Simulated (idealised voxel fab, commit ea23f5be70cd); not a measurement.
The following is a process module called voxel transistor to metal.
Each square cell in cross-section cut measures 5 nm, and the section as a whole is 210 nm wide.
Heads up, the way a cross-section reads in here is a grid of square cells, handed over as bands from the top down, with every band being one or more rows of cells.
Per band: top height and bottom height in nm, followed by the left-to-right materials and their widths in nm; "throughout" marks a single material spanning edge to edge, "empty" marks empty space.
Beneath 0, the wafer as received is one material, and that level is where height counting begins. The lowest band goes on downward without a bottom; it is written like "z 0 and below".
You'd read "30..40" like this: the band's top row of cells is as wide as the first number, its bottom row is as wide as the second, and going down, every row changes width by the same amount as the row before did.
When a step is marked "remained unchanged", none of the cells in the cross-section changed during that step.
"Closed cavity list" - sealed voids, min. 8 cells, no opening to top; format: width x height at distance (distance from left edge; nm throughout).
If you see something after the settings on a step's line, that's the simulator's own remark about that step.
overlay nm: how far to the right of its planned place the mask lay on this masked step (negative: to the left).

**Process steps foreseen in the plan**
| 1 | RECEIVE (material Si) |
| 2 | CONFORMAL_DEP (material SiO2; thk nm 5) |
| 3 | CONFORMAL_DEP (material SiN; thk nm 10) |
| 4 | DIRECTIONAL_DEP (material aC; thk nm 10) |
| 5 | PATTERN (tone cover; mask id ACTIVE; material resist; width nm 105; thk nm 25; overlay nm 0) |
| 6 | DIRECTIONAL_ETCH (etch materials aC; depth nm 10) |
| 7 | STRIP (etch materials resist) |
| 8 | DIRECTIONAL_ETCH (etch materials SiN; depth nm 10) |
| 9 | DIRECTIONAL_ETCH (etch materials SiO2; depth nm 5) |
| 10 | DIRECTIONAL_ETCH (etch materials Si; depth nm 30) |
| 11 | STRIP (etch materials aC) |
| 12 | FILL_DEP (material SiO2; thk nm 15) |
| 13 | CMP (height nm 15) |
| 14 | SELECTIVE_ETCH (etch materials SiO2; depth nm 5) |
| 15 | STRIP (etch materials SiN) |
| 16 | SELECTIVE_ETCH (etch materials SiO2; depth nm 5) |
| 17 | OXIDIZE (depth nm 5) |
| 18 | DIRECTIONAL_DEP (material polySi; thk nm 20) |
| 19 | DIRECTIONAL_DEP (material SiCN; thk nm 10) |
| 20 | DIRECTIONAL_DEP (material aC; thk nm 10) |
| 21 | PATTERN (tone cover; mask id GATE; material resist; width nm 15; thk nm 30; overlay nm 0) |
| 22 | DIRECTIONAL_ETCH (etch materials aC; depth nm 10) |
| 23 | STRIP (etch materials resist) |
| 24 | DIRECTIONAL_ETCH (etch materials SiCN; depth nm 20) |
| 25 | DIRECTIONAL_ETCH (etch materials polySi; depth nm 30) |
| 26 | STRIP (etch materials aC) |
| 27 | CONFORMAL_DEP (material SiN; thk nm 5) |
| 28 | DIRECTIONAL_ETCH (etch materials SiN; depth nm 5) |
| 29 | DIRECTIONAL_ETCH (etch materials SiO2; depth nm 5) |
| 30 | EPI (material pSi; thk nm 5) |
| 31 | FILL_DEP (material SiO2; thk nm 10) |
| 32 | CMP (height nm 30) |
| 33 | DIRECTIONAL_DEP (material SiO2; thk nm 15) |
| 34 | PATTERN (tone open; mask id CONTACT; material resist; width nm 30; pitch nm 55; thk nm 20; overlay nm 0) |
| 35 | DIRECTIONAL_ETCH (etch materials SiO2; depth nm 45) |
| 36 | STRIP (etch materials resist) |
| 37 | CONFORMAL_DEP (material TiN; thk nm 5) |
| 38 | FILL_DEP (material W; thk nm 5) |
| 39 | CMP (height nm 45) |
| 40 | DIRECTIONAL_DEP (material TiN; thk nm 5) |
| 41 | DIRECTIONAL_DEP (material W; thk nm 25) |
| 42 | DIRECTIONAL_DEP (material aC; thk nm 15) |
| 43 | PATTERN (tone cover; mask id METAL_1; material resist; width nm 15; pitch nm 70; thk nm 35; overlay nm 0) |
| 44 | DIRECTIONAL_ETCH (etch materials aC; depth nm 15) |
| 45 | STRIP (etch materials resist) |
| 46 | DIRECTIONAL_ETCH (etch materials W; depth nm 25) |
| 47 | DIRECTIONAL_ETCH (etch materials TiN; depth nm 5) |
| 48 | STRIP (etch materials aC) |
| 49 | FILL_DEP (material SiO2; thk nm 10) |
| 50 | CMP (height nm 75) |
| 51 | CONFORMAL_DEP (material SiN; thk nm 5) |

**So this is the incoming wafer in cross-section - it's already been through step 1**
> z 0 and below: Si throughout
> Closed cavity list: none

**As-planned run: cross-section of the first of two wafers at end of module**
> z 80 to 75: SiN throughout
> z 75 to 50: 60 SiO2, 15 W, 55 SiO2, 15 W, 65 SiO2
> z 50 to 45: 60 SiO2, 15 TiN, 55 SiO2, 15 TiN, 65 SiO2
> z 45 to 30: 60 SiO2, 5 TiN, 20 W, 5 TiN, 25 SiO2, 5 TiN, 20 W, 5 TiN, 65 SiO2
> z 30 to 20: 60 SiO2, 5 TiN, 20 W, 5 TiN, 5 SiN, 15 SiCN, 5 SiN, 5 TiN, 20 W, 5 TiN, 65 SiO2
> z 20 to 5: 60 SiO2, 5 TiN, 20 W, 5 TiN, 5 SiN, 15 polySi, 5 SiN, 5 TiN, 20 W, 5 TiN, 65 SiO2
> z 5 to 0: 45 SiO2, 5 SiN, 10 SiO2, 30 TiN, 5 SiN, 15 polySi, 5 SiN, 30 TiN, 10 SiO2, 5 SiN, 50 SiO2
> z 0 to -5: 50 SiO2, 40 pSi, 25 SiO2, 40 pSi, 55 SiO2
> z -5 to -30: 50 SiO2, 105 Si, 55 SiO2
> z -30 and below: Si throughout
> Closed cavity list: none

**Cross-section of the latter of the two wafers at module completion. It had an identical start and an identical plan to the former; in running it, one mistake was made**
> z 80 to 75: SiN throughout
> z 75 to 50: 60 SiO2, 15 W, 55 SiO2, 15 W, 65 SiO2
> z 50 to 45: 60 SiO2, 15 TiN, 55 SiO2, 15 TiN, 65 SiO2
> z 45 to 35: 65 SiO2, 5 TiN, 20 W, 5 TiN, 25 SiO2, 5 TiN, 20 W, 5 TiN, 60 SiO2
> z 35 to 30: 65 SiO2, 5 TiN, 15 W, 10 TiN, 25 SiO2, 5 TiN, 20 W, 5 TiN, 60 SiO2
> z 30 to 20: 65 SiO2, 5 TiN, 15 W, 5 TiN, 5 SiN, 15 SiCN, 5 SiN, 5 SiO2, 5 TiN, 20 W, 5 TiN, 60 SiO2
> z 20 to 5: 65 SiO2, 5 TiN, 15 W, 5 TiN, 5 SiN, 15 polySi, 5 SiN, 5 SiO2, 5 TiN, 20 W, 5 TiN, 60 SiO2
> z 5 to 0: 45 SiO2, 5 SiN, 15 SiO2, 25 TiN, 5 SiN, 15 polySi, 5 SiN, 5 SiO2, 30 TiN, 5 SiO2, 5 SiN, 50 SiO2
> z 0 to -5: 50 SiO2, 40 pSi, 25 SiO2, 40 pSi, 55 SiO2
> z -5 to -30: 50 SiO2, 105 Si, 55 SiO2
> z -30 and below: Si throughout
> Closed cavity list: none
What was done differently from what was planned? off-plan run, step 34, actual operation and settings PATTERN (tone open; mask id CONTACT; material resist; width nm 30; pitch nm 55; thk nm 20; overlay nm 5)
at the end the second wafer has, in cells: SiO2 +6; W -6
